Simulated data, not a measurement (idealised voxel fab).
process module | voxel capacitor over wiring
cross-section cut | 290 nm wide | cells 5 nm
A cross-section is a grid of square cells, given in bands from the top down. A band is one or more rows of cells.
Each band's line starts with the height of the band's top and of its bottom, in nm. Then come its materials from left to right, each with its width in nm. One material with "throughout" fills the band from edge to edge. "air" is empty space.
Height 0 is the level under which the wafer as received is all one material. The lowest band goes on downwards, as in "0 down".
A width such as "30 to 40" changes by the same amount from each row of cells to the next, from the band's top row to its bottom row.
"no change" after a step means that no cell of the cross-section changed.
closed voids: empty space of 8 cells or more with no open way to the top, each as width x height at its distance from the left edge, in nm
after a step's settings: what the simulator itself notes on the step
overlay nm, on a step with a mask: how far to the right of its planned place the mask lay; to the left if negative
plan
1 op RECEIVE | material Si
2 op CONFORMAL_DEP | material SiO2 | thk nm 10
3 op CONFORMAL_DEP | material SiCN | thk nm 5
4 op DIRECTIONAL_DEP | material SiO2 | thk nm 25
5 op PATTERN | tone open | mask id METAL_1 | material resist | width nm 20 | pitch nm 80 | thk nm 15 | overlay nm 0
6 op DIRECTIONAL_ETCH | etch materials SiO2 | depth nm 25
7 op DIRECTIONAL_ETCH | etch materials SiCN | depth nm 5
8 op STRIP | etch materials resist
9 op CONFORMAL_DEP | material TiN | thk nm 5
10 op FILL_DEP | material Cu | thk nm 10
11 op CMP | height nm 40
12 op CONFORMAL_DEP | material SiCN | thk nm 5
13 op DIRECTIONAL_DEP | material lowk | thk nm 15
14 op MASKED_ETCH | tone open | mask id PLUG_1 | width nm 15 | etch materials lowk | depth nm 15 | overlay nm 0
15 op MASKED_ETCH | tone open | mask id PLUG_1 | width nm 15 | etch materials SiCN | depth nm 5 | overlay nm 0
16 op CONFORMAL_DEP | material TiN | thk nm 5
17 op FILL_DEP | material Cu | thk nm 10
18 op CMP | height nm 60
19 op DIRECTIONAL_DEP | material TiN | thk nm 10
20 op DIRECTIONAL_DEP | material Al2O3 | thk nm 5
21 op DIRECTIONAL_DEP | material TiN | thk nm 5
22 op DIRECTIONAL_DEP | material aC | thk nm 15
23 op PATTERN | tone cover | mask id UPPER_PLATE | material resist | width nm 65 | thk nm 35 | overlay nm 0
24 op DIRECTIONAL_ETCH | etch materials aC | depth nm 15
25 op STRIP | etch materials resist
26 op DIRECTIONAL_ETCH | etch materials TiN | depth nm 5
27 op DIRECTIONAL_ETCH | etch materials Al2O3 | depth nm 5
28 op STRIP | etch materials aC
29 op PATTERN | tone cover | mask id LOWER_PLATE | material resist | width nm 75 | thk nm 20 | overlay nm 0
30 op DIRECTIONAL_ETCH | etch materials TiN | depth nm 10
31 op STRIP | etch materials resist
32 op FILL_DEP | material SiO2 | thk nm 15
33 op CMP | height nm 90
34 op DIRECTIONAL_DEP | material aC | thk nm 10
35 op PATTERN | tone open | mask id PLUG_2 | material resist | width nm 15 | thk nm 25 | overlay nm 0
36 op DIRECTIONAL_ETCH | etch materials aC | depth nm 10
37 op STRIP | etch materials resist
38 op DIRECTIONAL_ETCH | etch materials SiO2 | depth nm 10
39 op STRIP | etch materials aC
40 op CONFORMAL_DEP | material TiN | thk nm 5
41 op FILL_DEP | material Ru | thk nm 5
42 op CMP | height nm 90
43 op CONFORMAL_DEP | material SiN | thk nm 5
first wafer, as planned
as received, after step 1
  0 down: Si throughout
  closed voids: none
after step 2
  10 to 0: SiO2 throughout
  below 0: unchanged
after step 3
  15 to 10: SiCN throughout
  below 10: unchanged
after step 4
  40 to 15: SiO2 throughout
  below 15: unchanged
after step 5
  55 to 40: resist 95 | air 20 | resist 60 | air 20 | resist 95
  below 40: unchanged
after step 6
  55 to 40: resist 95 | air 20 | resist 60 | air 20 | resist 95
  40 to 15: SiO2 95 | air 20 | SiO2 60 | air 20 | SiO2 95
  below 15: unchanged
after step 7
  55 to 40: resist 95 | air 20 | resist 60 | air 20 | resist 95
  40 to 15: SiO2 95 | air 20 | SiO2 60 | air 20 | SiO2 95
  15 to 10: SiCN 95 | air 20 | SiCN 60 | air 20 | SiCN 95
  below 10: unchanged
after step 8
  40 to 15: SiO2 95 | air 20 | SiO2 60 | air 20 | SiO2 95
  below 15: unchanged
after step 9
  45 to 40: TiN 100 | air 10 | TiN 70 | air 10 | TiN 100
  40 to 15: SiO2 95 | TiN 5 | air 10 | TiN 5 | SiO2 60 | TiN 5 | air 10 | TiN 5 | SiO2 95
  15 to 10: SiCN 95 | TiN 20 | SiCN 60 | TiN 20 | SiCN 95
  below 10: unchanged
after step 10
  55 to 45: Cu throughout
  45 to 40: TiN 100 | Cu 10 | TiN 70 | Cu 10 | TiN 100
  40 to 15: SiO2 95 | TiN 5 | Cu 10 | TiN 5 | SiO2 60 | TiN 5 | Cu 10 | TiN 5 | SiO2 95
  below 15: unchanged
after step 11
  40 to 15: SiO2 95 | TiN 5 | Cu 10 | TiN 5 | SiO2 60 | TiN 5 | Cu 10 | TiN 5 | SiO2 95
  below 15: unchanged
after step 12
  45 to 40: SiCN throughout
  below 40: unchanged
after step 13
  60 to 45: lowk throughout
  below 45: unchanged
after step 14
  60 to 45: lowk 100 | air 15 | lowk 175
  below 45: unchanged
after step 15
  60 to 45: lowk 100 | air 15 | lowk 175
  45 to 40: SiCN 100 | air 15 | SiCN 175
  below 40: unchanged
after step 16
  65 to 60: TiN 105 | air 5 | TiN 180
  60 to 45: lowk 100 | TiN 5 | air 5 | TiN 5 | lowk 175
  45 to 40: SiCN 100 | TiN 15 | SiCN 175
  below 40: unchanged
after step 17
  75 to 65: Cu throughout
  65 to 60: TiN 105 | Cu 5 | TiN 180
  60 to 45: lowk 100 | TiN 5 | Cu 5 | TiN 5 | lowk 175
  below 45: unchanged
after step 18
  60 to 45: lowk 100 | TiN 5 | Cu 5 | TiN 5 | lowk 175
  below 45: unchanged
after step 19
  70 to 60: TiN throughout
  below 60: unchanged
after step 20
  75 to 70: Al2O3 throughout
  below 70: unchanged
after step 21
  80 to 75: TiN throughout
  below 75: unchanged
after step 22
  95 to 80: aC throughout
  below 80: unchanged
after step 23
  130 to 95: air 100 | resist 65 | air 125
  below 95: unchanged
after step 24
  115 to 95: air 100 | resist 65 | air 125
  95 to 80: air 100 | aC 65 | air 125
  below 80: unchanged
after step 25
  95 to 80: air 100 | aC 65 | air 125
  below 80: unchanged
after step 26
  95 to 80: air 100 | aC 65 | air 125
  80 to 75: air 100 | TiN 65 | air 125
  below 75: unchanged
after step 27
  95 to 80: air 100 | aC 65 | air 125
  80 to 75: air 100 | TiN 65 | air 125
  75 to 70: air 100 | Al2O3 65 | air 125
  below 70: unchanged
after step 28
  80 to 75: air 100 | TiN 65 | air 125
  below 75: unchanged
after step 29
  100 to 80: air 95 | resist 75 | air 120
  80 to 75: air 95 | resist 5 | TiN 65 | resist 5 | air 120
  75 to 70: air 95 | resist 5 | Al2O3 65 | resist 5 | air 120
  below 70: unchanged
after step 30
  100 to 80: air 95 | resist 75 | air 120
  80 to 75: air 95 | resist 5 | TiN 65 | resist 5 | air 120
  75 to 70: air 95 | resist 5 | Al2O3 65 | resist 5 | air 120
  70 to 60: air 95 | TiN 75 | air 120
  below 60: unchanged
after step 31
  80 to 75: air 100 | TiN 65 | air 125
  75 to 70: air 100 | Al2O3 65 | air 125
  below 70: unchanged
after step 32
  95 to 80: SiO2 throughout
  80 to 75: SiO2 100 | TiN 65 | SiO2 125
  75 to 70: SiO2 100 | Al2O3 65 | SiO2 125
  70 to 60: SiO2 95 | TiN 75 | SiO2 120
  below 60: unchanged
after step 33
  90 to 80: SiO2 throughout
  below 80: unchanged
after step 34
  100 to 90: aC throughout
  below 90: unchanged
after step 35
  125 to 100: resist 110 | air 15 | resist 165
  below 100: unchanged
after step 36
  115 to 100: resist 110 | air 15 | resist 165
  100 to 90: aC 110 | air 15 | aC 165
  below 90: unchanged
after step 37
  100 to 90: aC 110 | air 15 | aC 165
  below 90: unchanged
after step 38
  100 to 90: aC 110 | air 15 | aC 165
  90 to 80: SiO2 110 | air 15 | SiO2 165
  below 80: unchanged
after step 39
  90 to 80: SiO2 110 | air 15 | SiO2 165
  below 80: unchanged
after step 40
  95 to 90: TiN 115 | air 5 | TiN 170
  90 to 85: SiO2 110 | TiN 5 | air 5 | TiN 5 | SiO2 165
  85 to 75: SiO2 110 to 100 | TiN 15 to 65 | SiO2 165 to 125
  below 75: unchanged
after step 41
  100 to 95: Ru throughout
  95 to 90: TiN 115 | Ru 5 | TiN 170
  90 to 85: SiO2 110 | TiN 5 | Ru 5 | TiN 5 | SiO2 165
  below 85: unchanged
after step 42
  90 to 85: SiO2 110 | TiN 5 | Ru 5 | TiN 5 | SiO2 165
  below 85: unchanged
after step 43
  95 to 90: SiN throughout
  below 90: unchanged
second wafer: like start, like plan, one mistake. Through step 22 it matches the first wafer
when step 23 should have ended
  130 to 95: resist 100 | air 65 | resist 125
  below 95: unchanged
when step 24 should have ended
  115 to 95: resist 100 | air 65 | resist 125
  95 to 80: aC 100 | air 65 | aC 125
  below 80: unchanged
when step 25 should have ended
  95 to 80: aC 100 | air 65 | aC 125
  below 80: unchanged
when step 26 should have ended
  95 to 80: aC 100 | air 65 | aC 125
  80 to 75: TiN 100 | air 65 | TiN 125
  below 75: unchanged
when step 27 should have ended
  95 to 80: aC 100 | air 65 | aC 125
  80 to 75: TiN 100 | air 65 | TiN 125
  75 to 70: Al2O3 100 | air 65 | Al2O3 125
  below 70: unchanged
when step 28 should have ended
  80 to 75: TiN 100 | air 65 | TiN 125
  below 75: unchanged
when step 29 should have ended
  100 to 80: air 95 | resist 75 | air 120
  80 to 75: TiN 100 | resist 65 | TiN 125
  75 to 70: Al2O3 100 | resist 65 | Al2O3 125
  below 70: unchanged
when step 30 should have ended
  100 to 80: air 95 | resist 75 | air 120
  80 to 75: air 95 | TiN 5 | resist 65 | TiN 5 | air 120
  below 75: unchanged
when step 31 should have ended
  80 to 75: air 95 | TiN 5 | air 65 | TiN 5 | air 120
  75 to 70: Al2O3 100 | air 65 | Al2O3 125
  below 70: unchanged
when step 32 should have ended
  95 to 80: SiO2 throughout
  80 to 75: SiO2 95 | TiN 5 | SiO2 65 | TiN 5 | SiO2 120
  75 to 70: Al2O3 100 | SiO2 65 | Al2O3 125
  below 70: unchanged
when step 33 should have ended
  90 to 80: SiO2 throughout
  below 80: unchanged
when step 34 should have ended
  100 to 90: aC throughout
  below 90: unchanged
when step 35 should have ended
  125 to 100: resist 110 | air 15 | resist 165
  below 100: unchanged
when step 36 should have ended
  115 to 100: resist 110 | air 15 | resist 165
  100 to 90: aC 110 | air 15 | aC 165
  below 90: unchanged
when step 37 should have ended
  100 to 90: aC 110 | air 15 | aC 165
  below 90: unchanged
when step 38 should have ended
  100 to 90: aC 110 | air 15 | aC 165
  90 to 80: SiO2 110 | air 15 | SiO2 165
  below 80: unchanged
when step 39 should have ended
  90 to 80: SiO2 110 | air 15 | SiO2 165
  below 80: unchanged
when step 40 should have ended
  95 to 90: TiN 115 | air 5 | TiN 170
  90 to 85: SiO2 110 | TiN 5 | air 5 | TiN 5 | SiO2 165
  85 to 80: SiO2 110 | TiN 15 | SiO2 165
  below 80: unchanged
when step 41 should have ended
  100 to 95: Ru throughout
  95 to 90: TiN 115 | Ru 5 | TiN 170
  90 to 85: SiO2 110 | TiN 5 | Ru 5 | TiN 5 | SiO2 165
  below 85: unchanged
when step 42 should have ended
  90 to 85: SiO2 110 | TiN 5 | Ru 5 | TiN 5 | SiO2 165
  below 85: unchanged
when step 43 should have ended
  95 to 90: SiN throughout
  below 90: unchanged
what went wrong: step 23 ran as: op PATTERN | tone open | mask id UPPER_PLATE | material resist | width nm 65 | thk nm 35 | overlay nm 0
at the end the second wafer has, in cells: 32 more of Al2O3 | 107 fewer of SiO2 | 75 more of TiN
